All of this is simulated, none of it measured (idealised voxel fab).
voxel tone inversion: a process module
Each square cell in cross-section cut measures 5 nm, and the section as a whole is 240 nm wide.
Cross-section spec: square-cell grid; bands listed top down; each band is one or more rows. Band: top and bottom heights (nm) first, top before bottom; then materials from left to right, widths in nm. "everywhere" marks a sole material filling the band edge to edge. "blank" denotes empty space. All heights in this document are referenced to 0, defined as the level beneath which the wafer, as received, consists entirely of one material. The lowest band is not bounded below; it extends indefinitely downward and is written in the form "0 nm and below". Graded width ("30->40"): value in top row of band = first number; value in bottom row = second number; row-to-row change constant. What does "no alterations made" mean for a step? It means no cell of the cross-section changed in that step. Look at "Fully enclosed voids" for the closed voids: empty spaces with no open path to the top, sized 8 cells or up. Each is width x height at distance, distance from the left edge, all nm. What comes after the settings on a step's line is commentary from the simulator itself on that step. The setting "overlay nm" may be written on the line of a step. When the step uses a mask, the value reports how far to the right of the planned place the mask lay, and a negative value reports that it lay to the left.

## The planned process steps are enumerated hereunder
1,RECEIVE,material Si
2,CONFORMAL_DEP,material SiN,thk nm 10
3,DIRECTIONAL_DEP,material aC,thk nm 25
4,PATTERN,tone cover,mask id POSTS,material resist,width nm 20,pitch nm 50,thk nm 35,overlay nm 0
5,DIRECTIONAL_ETCH,etch materials aC,depth nm 25
6,STRIP,etch materials resist
7,FILL_DEP,material lowk,thk nm 5
8,CMP,height nm 35
9,STRIP,etch materials aC
10,CONFORMAL_DEP,material TiN,thk nm 5
11,FILL_DEP,material Ru,thk nm 10
12,CMP,height nm 35
13,CONFORMAL_DEP,material SiN,thk nm 5

## The first of two wafers, run as planned

## As received (post step 1): cross-section
    0 nm and below | Si everywhere
    Fully enclosed voids: none

## Upon completion of step 2, the wafer appears in cross-section as shown
    10 nm to 0 nm | SiN everywhere
    Below 0, the layers are the same as they were.

## Upon completion of step 3, the wafer appears in cross-section as shown
    35 nm to 10 nm | aC everywhere
    Below 10, the layers are the same as they were.

## Upon completion of step 4, the wafer appears in cross-section as shown
    70 nm to 35 nm | blank 35 nm / resist 20 nm / blank 30 nm / resist 20 nm / blank 30 nm / resist 20 nm / blank 30 nm / resist 20 nm / blank 35 nm
    Below 35, the layers are the same as they were.

## Upon completion of step 5, the wafer appears in cross-section as shown
    45 nm to 35 nm | blank 35 nm / resist 20 nm / blank 30 nm / resist 20 nm / blank 30 nm / resist 20 nm / blank 30 nm / resist 20 nm / blank 35 nm
    35 nm to 10 nm | blank 35 nm / aC 20 nm / blank 30 nm / aC 20 nm / blank 30 nm / aC 20 nm / blank 30 nm / aC 20 nm / blank 35 nm
    Below 10, the layers are the same as they were.

## Upon completion of step 6, the wafer appears in cross-section as shown
    35 nm to 10 nm | blank 35 nm / aC 20 nm / blank 30 nm / aC 20 nm / blank 30 nm / aC 20 nm / blank 30 nm / aC 20 nm / blank 35 nm
    Below 10, the layers are the same as they were.

## Upon completion of step 7, the wafer appears in cross-section as shown
    40 nm to 35 nm | lowk everywhere
    35 nm to 10 nm | lowk 35 nm / aC 20 nm / lowk 30 nm / aC 20 nm / lowk 30 nm / aC 20 nm / lowk 30 nm / aC 20 nm / lowk 35 nm
    Below 10, the layers are the same as they were.

## Upon completion of step 8, the wafer appears in cross-section as shown
    35 nm to 10 nm | lowk 35 nm / aC 20 nm / lowk 30 nm / aC 20 nm / lowk 30 nm / aC 20 nm / lowk 30 nm / aC 20 nm / lowk 35 nm
    Below 10, the layers are the same as they were.

## Upon completion of step 9, the wafer appears in cross-section as shown
    35 nm to 10 nm | lowk 35 nm / blank 20 nm / lowk 30 nm / blank 20 nm / lowk 30 nm / blank 20 nm / lowk 30 nm / blank 20 nm / lowk 35 nm
    Below 10, the layers are the same as they were.

## Upon completion of step 10, the wafer appears in cross-section as shown
    40 nm to 35 nm | TiN 40 nm / blank 10 nm / TiN 40 nm / blank 10 nm / TiN 40 nm / blank 10 nm / TiN 40 nm / blank 10 nm / TiN 40 nm
    35 nm to 15 nm | lowk 35 nm / TiN 5 nm / blank 10 nm / TiN 5 nm / lowk 30 nm / TiN 5 nm / blank 10 nm / TiN 5 nm / lowk 30 nm / TiN 5 nm / blank 10 nm / TiN 5 nm / lowk 30 nm / TiN 5 nm / blank 10 nm / TiN 5 nm / lowk 35 nm
    15 nm to 10 nm | lowk 35 nm / TiN 20 nm / lowk 30 nm / TiN 20 nm / lowk 30 nm / TiN 20 nm / lowk 30 nm / TiN 20 nm / lowk 35 nm
    Below 10, the layers are the same as they were.

## Upon completion of step 11, the wafer appears in cross-section as shown
    50 nm to 40 nm | Ru everywhere
    40 nm to 35 nm | TiN 40 nm / Ru 10 nm / TiN 40 nm / Ru 10 nm / TiN 40 nm / Ru 10 nm / TiN 40 nm / Ru 10 nm / TiN 40 nm
    35 nm to 15 nm | lowk 35 nm / TiN 5 nm / Ru 10 nm / TiN 5 nm / lowk 30 nm / TiN 5 nm / Ru 10 nm / TiN 5 nm / lowk 30 nm / TiN 5 nm / Ru 10 nm / TiN 5 nm / lowk 30 nm / TiN 5 nm / Ru 10 nm / TiN 5 nm / lowk 35 nm
    Below 15, the layers are the same as they were.

## Upon completion of step 12, the wafer appears in cross-section as shown
    35 nm to 15 nm | lowk 35 nm / TiN 5 nm / Ru 10 nm / TiN 5 nm / lowk 30 nm / TiN 5 nm / Ru 10 nm / TiN 5 nm / lowk 30 nm / TiN 5 nm / Ru 10 nm / TiN 5 nm / lowk 30 nm / TiN 5 nm / Ru 10 nm / TiN 5 nm / lowk 35 nm
    Below 15, the layers are the same as they were.

## Upon completion of step 13, the wafer appears in cross-section as shown
    40 nm to 35 nm | SiN everywhere
    Below 35, the layers are the same as they were.

## The second wafer was prepared from the same starting point and under the same plan as the first; its processing contained one mistake, and it remains indistinguishable from the first wafer up to and including step 1

## Cross-section of the second wafer at the time by which step 2 should have been completed according to the plan
    25 nm to 0 nm | aC everywhere
    Below 0, the layers are the same as they were.

## Cross-section of the second wafer at the time by which step 3 should have been completed according to the plan
    35 nm to 25 nm | SiN everywhere
    Below 25, the layers are the same as they were.

## Cross-section of the second wafer at the time by which step 4 should have been completed according to the plan
    70 nm to 35 nm | blank 35 nm / resist 20 nm / blank 30 nm / resist 20 nm / blank 30 nm / resist 20 nm / blank 30 nm / resist 20 nm / blank 35 nm
    Below 35, the layers are the same as they were.

## Cross-section of the second wafer at the time by which step 5 should have been completed according to the plan
    45 nm to 35 nm | blank 35 nm / resist 20 nm / blank 30 nm / resist 20 nm / blank 30 nm / resist 20 nm / blank 30 nm / resist 20 nm / blank 35 nm
    Below 35, the layers are the same as they were.

## Cross-section of the second wafer at the time by which step 6 should have been completed according to the plan
    35 nm to 25 nm | SiN everywhere
    Below 25, the layers are the same as they were.

## Cross-section of the second wafer at the time by which step 7 should have been completed according to the plan
    40 nm to 35 nm | lowk everywhere
    Below 35, the layers are the same as they were.

## Cross-section of the second wafer at the time by which step 8 should have been completed according to the plan
    35 nm to 25 nm | SiN everywhere
    Below 25, the layers are the same as they were.

Cross-section of the second wafer at the time by which step 9 should have been completed according to the plan: no alterations made

## Cross-section of the second wafer at the time by which step 10 should have been completed according to the plan
    40 nm to 35 nm | TiN everywhere
    Below 35, the layers are the same as they were.

## Cross-section of the second wafer at the time by which step 11 should have been completed according to the plan
    50 nm to 40 nm | Ru everywhere
    Below 40, the layers are the same as they were.

## Cross-section of the second wafer at the time by which step 12 should have been completed according to the plan
    35 nm to 25 nm | SiN everywhere
    Below 25, the layers are the same as they were.

## Cross-section of the second wafer at the time by which step 13 should have been completed according to the plan
    40 nm to 25 nm | SiN everywhere
    Below 25, the layers are the same as they were.
Short version of what went wrong: steps 2 and 3 were swapped
Final difference in cells, second wafer against first, listed per material as more or fewer: Ru -32; TiN -48; aC +240; lowk -160
